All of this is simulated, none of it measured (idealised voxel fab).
voxel air gaps: a process module
Cross-sectional view cut (width: 240 nm; square cell size: 5 nm).
In this document a cross-section is written as a grid of square cells. It is given as a series of bands, listed from the top down, and a band is one or more rows of cells.
Each band's line starts with the height of the band's top and of its bottom, in nm. Then come its materials from left to right, each with its width in nm. One material with "full width" fills the band from edge to edge. "blank" is empty space.
Basically, 0 is our baseline, since under it the wafer straight out of the box is all one material. The bottom band has no lower end and keeps on going down, so it looks like "0 down".
Think of "30..40" as a width that walks from the first number to the second as you go down the band, top row to bottom row, taking equal-sized steps from row to row.
What does "identical to before" mean for a step? It means no cell of the cross-section changed in that step.
In the "Closed void register" entry, you get each enclosed empty space of 8 cells or more, one with no open way to the top, written width x height at distance, distance from the left edge, in nm.
Step line, after settings: the simulator's comment on this step.
"overlay nm", when on a step's line for a step with a mask, measures how far to the right of its planned place the mask lay; a negative measure means to the left.
The process steps that were planned are listed below:
| 1 | RECEIVE [material Si] |
| 2 | CONFORMAL_DEP [material SiO2] [thk nm 10] |
| 3 | CONFORMAL_DEP [material SiCN] [thk nm 5] |
| 4 | DIRECTIONAL_DEP [material SiO2] [thk nm 40] |
| 5 | MASKED_ETCH [tone open] [mask id LINES] [width nm 15] [pitch nm 45] [etch materials SiO2] [depth nm 40] [overlay nm 0] |
| 6 | CONFORMAL_DEP [material TiN] [thk nm 5] |
| 7 | FILL_DEP [material Cu] [thk nm 10] |
| 8 | CMP [height nm 55] |
| 9 | EPI [material Ru] [thk nm 10] |
| 10 | SELECTIVE_ETCH [etch materials SiO2] [depth nm 50] |
| 11 | CONFORMAL_DEP [material SiCN] [thk nm 5] |
The first of two wafers, run as planned:
Received-state cross-section, reflecting completion of step 1:
- 0 down  Si full width
- Closed void register: none
Wafer xsec, post step 2:
- 10 to 0  SiO2 full width
- Whatever lies below 0 is exactly as it was before.
Wafer xsec, post step 3:
- 15 to 10  SiCN full width
- Whatever lies below 10 is exactly as it was before.
Wafer xsec, post step 4:
- 55 to 15  SiO2 full width
- Whatever lies below 15 is exactly as it was before.
Wafer xsec, post step 5:
- 55 to 15  45 nm SiO2; 15 nm blank; 30 nm SiO2; 15 nm blank; 30 nm SiO2; 15 nm blank; 30 nm SiO2; 15 nm blank; 45 nm SiO2
- Whatever lies below 15 is exactly as it was before.
Wafer xsec, post step 6:
- 60 to 55  50 nm TiN; 5 nm blank; 40 nm TiN; 5 nm blank; 40 nm TiN; 5 nm blank; 40 nm TiN; 5 nm blank; 50 nm TiN
- 55 to 20  45 nm SiO2; 5 nm TiN; 5 nm blank; 5 nm TiN; 30 nm SiO2; 5 nm TiN; 5 nm blank; 5 nm TiN; 30 nm SiO2; 5 nm TiN; 5 nm blank; 5 nm TiN; 30 nm SiO2; 5 nm TiN; 5 nm blank; 5 nm TiN; 45 nm SiO2
- 20 to 15  45 nm SiO2; 15 nm TiN; 30 nm SiO2; 15 nm TiN; 30 nm SiO2; 15 nm TiN; 30 nm SiO2; 15 nm TiN; 45 nm SiO2
- Whatever lies below 15 is exactly as it was before.
Wafer xsec, post step 7:
- 70 to 60  Cu full width
- 60 to 55  50 nm TiN; 5 nm Cu; 40 nm TiN; 5 nm Cu; 40 nm TiN; 5 nm Cu; 40 nm TiN; 5 nm Cu; 50 nm TiN
- 55 to 20  45 nm SiO2; 5 nm TiN; 5 nm Cu; 5 nm TiN; 30 nm SiO2; 5 nm TiN; 5 nm Cu; 5 nm TiN; 30 nm SiO2; 5 nm TiN; 5 nm Cu; 5 nm TiN; 30 nm SiO2; 5 nm TiN; 5 nm Cu; 5 nm TiN; 45 nm SiO2
- Whatever lies below 20 is exactly as it was before.
Wafer xsec, post step 8:
- 55 to 20  45 nm SiO2; 5 nm TiN; 5 nm Cu; 5 nm TiN; 30 nm SiO2; 5 nm TiN; 5 nm Cu; 5 nm TiN; 30 nm SiO2; 5 nm TiN; 5 nm Cu; 5 nm TiN; 30 nm SiO2; 5 nm TiN; 5 nm Cu; 5 nm TiN; 45 nm SiO2
- Whatever lies below 20 is exactly as it was before.
Wafer xsec, post step 9:
- 65 to 55  35 nm blank; 35 nm Ru; 10 nm blank; 35 nm Ru; 10 nm blank; 35 nm Ru; 10 nm blank; 35 nm Ru; 35 nm blank
- Whatever lies below 55 is exactly as it was before.
Wafer xsec, post step 10:
- 65 to 55  35 nm blank; 35 nm Ru; 10 nm blank; 35 nm Ru; 10 nm blank; 35 nm Ru; 10 nm blank; 35 nm Ru; 35 nm blank
- 55 to 20  45 nm blank; 5 nm TiN; 5 nm Cu; 5 nm TiN; 30 nm blank; 5 nm TiN; 5 nm Cu; 5 nm TiN; 30 nm blank; 5 nm TiN; 5 nm Cu; 5 nm TiN; 30 nm blank; 5 nm TiN; 5 nm Cu; 5 nm TiN; 45 nm blank
- 20 to 15  45 nm blank; 15 nm TiN; 30 nm blank; 15 nm TiN; 30 nm blank; 15 nm TiN; 30 nm blank; 15 nm TiN; 45 nm blank
- Whatever lies below 15 is exactly as it was before.
Wafer xsec, post step 11:
- 70 to 65  30 nm blank; 180 nm SiCN; 30 nm blank
- 65 to 55  30 nm blank; 5 nm SiCN; 35 nm Ru; 10 nm SiCN; 35 nm Ru; 10 nm SiCN; 35 nm Ru; 10 nm SiCN; 35 nm Ru; 5 nm SiCN; 30 nm blank
- 55 to 50  30 nm blank; 15 nm SiCN; 5 nm TiN; 5 nm Cu; 5 nm TiN; 30 nm SiCN; 5 nm TiN; 5 nm Cu; 5 nm TiN; 30 nm SiCN; 5 nm TiN; 5 nm Cu; 5 nm TiN; 30 nm SiCN; 5 nm TiN; 5 nm Cu; 5 nm TiN; 15 nm SiCN; 30 nm blank
- 50 to 20  40 nm blank; 5 nm SiCN; 5 nm TiN; 5 nm Cu; 5 nm TiN; 5 nm SiCN; 20 nm blank; 5 nm SiCN; 5 nm TiN; 5 nm Cu; 5 nm TiN; 5 nm SiCN; 20 nm blank; 5 nm SiCN; 5 nm TiN; 5 nm Cu; 5 nm TiN; 5 nm SiCN; 20 nm blank; 5 nm SiCN; 5 nm TiN; 5 nm Cu; 5 nm TiN; 5 nm SiCN; 40 nm blank
- 20 to 15  45 nm SiCN; 15 nm TiN; 30 nm SiCN; 15 nm TiN; 30 nm SiCN; 15 nm TiN; 30 nm SiCN; 15 nm TiN; 45 nm SiCN
- Whatever lies below 15 is exactly as it was before.
- Closed void register: 20 x 30 at 65; 20 x 30 at 110; 20 x 30 at 155
The second wafer: identical to the first at the outset and in its planned sequence, differing only in that one mistake was made during processing; up to and including step 1, its path is the first wafer's path:
Cross-section of the second wafer when, according to plan, step 2 should have finished:
- 10 to 0  Ru full width
- Whatever lies below 0 is exactly as it was before.
Cross-section of the second wafer when, according to plan, step 3 should have finished:
- 15 to 10  SiCN full width
- Whatever lies below 10 is exactly as it was before.
Cross-section of the second wafer when, according to plan, step 4 should have finished:
- 55 to 15  SiO2 full width
- Whatever lies below 15 is exactly as it was before.
Cross-section of the second wafer when, according to plan, step 5 should have finished:
- 55 to 15  45 nm SiO2; 15 nm blank; 30 nm SiO2; 15 nm blank; 30 nm SiO2; 15 nm blank; 30 nm SiO2; 15 nm blank; 45 nm SiO2
- Whatever lies below 15 is exactly as it was before.
Cross-section of the second wafer when, according to plan, step 6 should have finished:
- 60 to 55  50 nm TiN; 5 nm blank; 40 nm TiN; 5 nm blank; 40 nm TiN; 5 nm blank; 40 nm TiN; 5 nm blank; 50 nm TiN
- 55 to 20  45 nm SiO2; 5 nm TiN; 5 nm blank; 5 nm TiN; 30 nm SiO2; 5 nm TiN; 5 nm blank; 5 nm TiN; 30 nm SiO2; 5 nm TiN; 5 nm blank; 5 nm TiN; 30 nm SiO2; 5 nm TiN; 5 nm blank; 5 nm TiN; 45 nm SiO2
- 20 to 15  45 nm SiO2; 15 nm TiN; 30 nm SiO2; 15 nm TiN; 30 nm SiO2; 15 nm TiN; 30 nm SiO2; 15 nm TiN; 45 nm SiO2
- Whatever lies below 15 is exactly as it was before.
Cross-section of the second wafer when, according to plan, step 7 should have finished:
- 70 to 60  Cu full width
- 60 to 55  50 nm TiN; 5 nm Cu; 40 nm TiN; 5 nm Cu; 40 nm TiN; 5 nm Cu; 40 nm TiN; 5 nm Cu; 50 nm TiN
- 55 to 20  45 nm SiO2; 5 nm TiN; 5 nm Cu; 5 nm TiN; 30 nm SiO2; 5 nm TiN; 5 nm Cu; 5 nm TiN; 30 nm SiO2; 5 nm TiN; 5 nm Cu; 5 nm TiN; 30 nm SiO2; 5 nm TiN; 5 nm Cu; 5 nm TiN; 45 nm SiO2
- Whatever lies below 20 is exactly as it was before.
Cross-section of the second wafer when, according to plan, step 8 should have finished:
- 55 to 20  45 nm SiO2; 5 nm TiN; 5 nm Cu; 5 nm TiN; 30 nm SiO2; 5 nm TiN; 5 nm Cu; 5 nm TiN; 30 nm SiO2; 5 nm TiN; 5 nm Cu; 5 nm TiN; 30 nm SiO2; 5 nm TiN; 5 nm Cu; 5 nm TiN; 45 nm SiO2
- Whatever lies below 20 is exactly as it was before.
Cross-section of the second wafer when, according to plan, step 9 should have finished:
- 65 to 55  35 nm blank; 35 nm Ru; 10 nm blank; 35 nm Ru; 10 nm blank; 35 nm Ru; 10 nm blank; 35 nm Ru; 35 nm blank
- Whatever lies below 55 is exactly as it was before.
Cross-section of the second wafer when, according to plan, step 10 should have finished:
- 65 to 55  35 nm blank; 35 nm Ru; 10 nm blank; 35 nm Ru; 10 nm blank; 35 nm Ru; 10 nm blank; 35 nm Ru; 35 nm blank
- 55 to 20  45 nm blank; 5 nm TiN; 5 nm Cu; 5 nm TiN; 30 nm blank; 5 nm TiN; 5 nm Cu; 5 nm TiN; 30 nm blank; 5 nm TiN; 5 nm Cu; 5 nm TiN; 30 nm blank; 5 nm TiN; 5 nm Cu; 5 nm TiN; 45 nm blank
- 20 to 15  45 nm blank; 15 nm TiN; 30 nm blank; 15 nm TiN; 30 nm blank; 15 nm TiN; 30 nm blank; 15 nm TiN; 45 nm blank
- Whatever lies below 15 is exactly as it was before.
Cross-section of the second wafer when, according to plan, step 11 should have finished:
- 70 to 65  30 nm blank; 180 nm SiCN; 30 nm blank
- 65 to 55  30 nm blank; 5 nm SiCN; 35 nm Ru; 10 nm SiCN; 35 nm Ru; 10 nm SiCN; 35 nm Ru; 10 nm SiCN; 35 nm Ru; 5 nm SiCN; 30 nm blank
- 55 to 50  30 nm blank; 15 nm SiCN; 5 nm TiN; 5 nm Cu; 5 nm TiN; 30 nm SiCN; 5 nm TiN; 5 nm Cu; 5 nm TiN; 30 nm SiCN; 5 nm TiN; 5 nm Cu; 5 nm TiN; 30 nm SiCN; 5 nm TiN; 5 nm Cu; 5 nm TiN; 15 nm SiCN; 30 nm blank
- 50 to 20  40 nm blank; 5 nm SiCN; 5 nm TiN; 5 nm Cu; 5 nm TiN; 5 nm SiCN; 20 nm blank; 5 nm SiCN; 5 nm TiN; 5 nm Cu; 5 nm TiN; 5 nm SiCN; 20 nm blank; 5 nm SiCN; 5 nm TiN; 5 nm Cu; 5 nm TiN; 5 nm SiCN; 20 nm blank; 5 nm SiCN; 5 nm TiN; 5 nm Cu; 5 nm TiN; 5 nm SiCN; 40 nm blank
- 20 to 15  45 nm SiCN; 15 nm TiN; 30 nm SiCN; 15 nm TiN; 30 nm SiCN; 15 nm TiN; 30 nm SiCN; 15 nm TiN; 45 nm SiCN
- Whatever lies below 15 is exactly as it was before.
- Closed void register: 20 x 30 at 65; 20 x 30 at 110; 20 x 30 at 155
Run error: step 2, actual vs plan mismatch, actual run CONFORMAL_DEP [material Ru] [thk nm 10]
Final difference in cells, second wafer against first, listed per material as more or fewer: 96 more of Ru, 96 fewer of SiO2
